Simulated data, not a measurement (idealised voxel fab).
process module | voxel self aligned contacts
cross-section cut | 180 nm wide | cells 5 nm
A cross-section is a grid of square cells, given in bands from the top down. A band is one or more rows of cells.
Each band's line starts with the height of the band's top and of its bottom, in nm. Then come its materials from left to right, each with its width in nm. One material with "throughout" fills the band from edge to edge. "air" is empty space.
Height 0 is the level under which the wafer as received is all one material. The lowest band goes on downwards, as in "0 down".
A width such as "30 to 40" changes by the same amount from each row of cells to the next, from the band's top row to its bottom row.
"no change" after a step means that no cell of the cross-section changed.
closed voids: empty space of 8 cells or more with no open way to the top, each as width x height at its distance from the left edge, in nm
after a step's settings: what the simulator itself notes on the step
overlay nm, on a step with a mask: how far to the right of its planned place the mask lay; to the left if negative
plan
1 op RECEIVE | material Si
2 op CONFORMAL_DEP | material SiO2 | thk nm 5
3 op DIRECTIONAL_DEP | material polySi | thk nm 20
4 op DIRECTIONAL_DEP | material SiN | thk nm 15
5 op PATTERN | tone cover | mask id GATE | material resist | width nm 30 | pitch nm 60 | thk nm 20 | overlay nm 0
6 op DIRECTIONAL_ETCH | etch materials SiN | depth nm 15
7 op DIRECTIONAL_ETCH | etch materials polySi | depth nm 20
8 op STRIP | etch materials resist
9 op CONFORMAL_DEP | material SiN | thk nm 5
10 op DIRECTIONAL_ETCH | etch materials SiN | depth nm 5
11 op FILL_DEP | material SiO2 | thk nm 15
12 op CMP | height nm 50
13 op PATTERN | tone open | mask id CONTACT | material resist | width nm 40 | thk nm 15 | overlay nm 0
14 op DIRECTIONAL_ETCH | etch materials SiO2 | depth nm 50
15 op STRIP | etch materials resist
16 op CONFORMAL_DEP | material TiN | thk nm 5
17 op FILL_DEP | material Ru | thk nm 10
18 op CMP | height nm 50
19 op CONFORMAL_DEP | material SiN | thk nm 5
as received, after step 1
  0 down: Si throughout
  closed voids: none
first wafer at the end, as planned
  55 to 50: SiN throughout
  50 to 40: SiO2 70 | TiN 5 to 15 | Ru 30 to 10 | TiN 5 to 15 | SiO2 70
  40 to 25: SiO2 40 | SiN 40 | TiN 5 | Ru 10 | TiN 5 | SiN 40 | SiO2 40
  25 to 5: SiO2 40 | SiN 5 | polySi 30 | SiN 5 | TiN 5 | Ru 10 | TiN 5 | SiN 5 | polySi 30 | SiN 5 | SiO2 40
  5 to 0: SiO2 80 | TiN 20 | SiO2 80
  0 down: Si throughout
  closed voids: none
second wafer at the end: like start, like plan, one mistake
  55 to 50: SiN throughout
  50 to 45: SiO2 40 | SiN 40 | TiN 5 | Ru 10 | TiN 5 | SiN 40 | SiO2 40
  45 to 40: SiO2 40 | SiN 40 | TiN 20 | SiN 40 | SiO2 40
  40 to 25: SiN throughout
  25 to 5: polySi throughout
  5 to 0: SiO2 throughout
  0 down: Si throughout
  closed voids: none
what went wrong: step 4 was run twice
at the end the second wafer has, in cells: 20 fewer of Ru | 76 more of SiN | 132 fewer of SiO2 | 20 fewer of TiN | 96 more of polySi
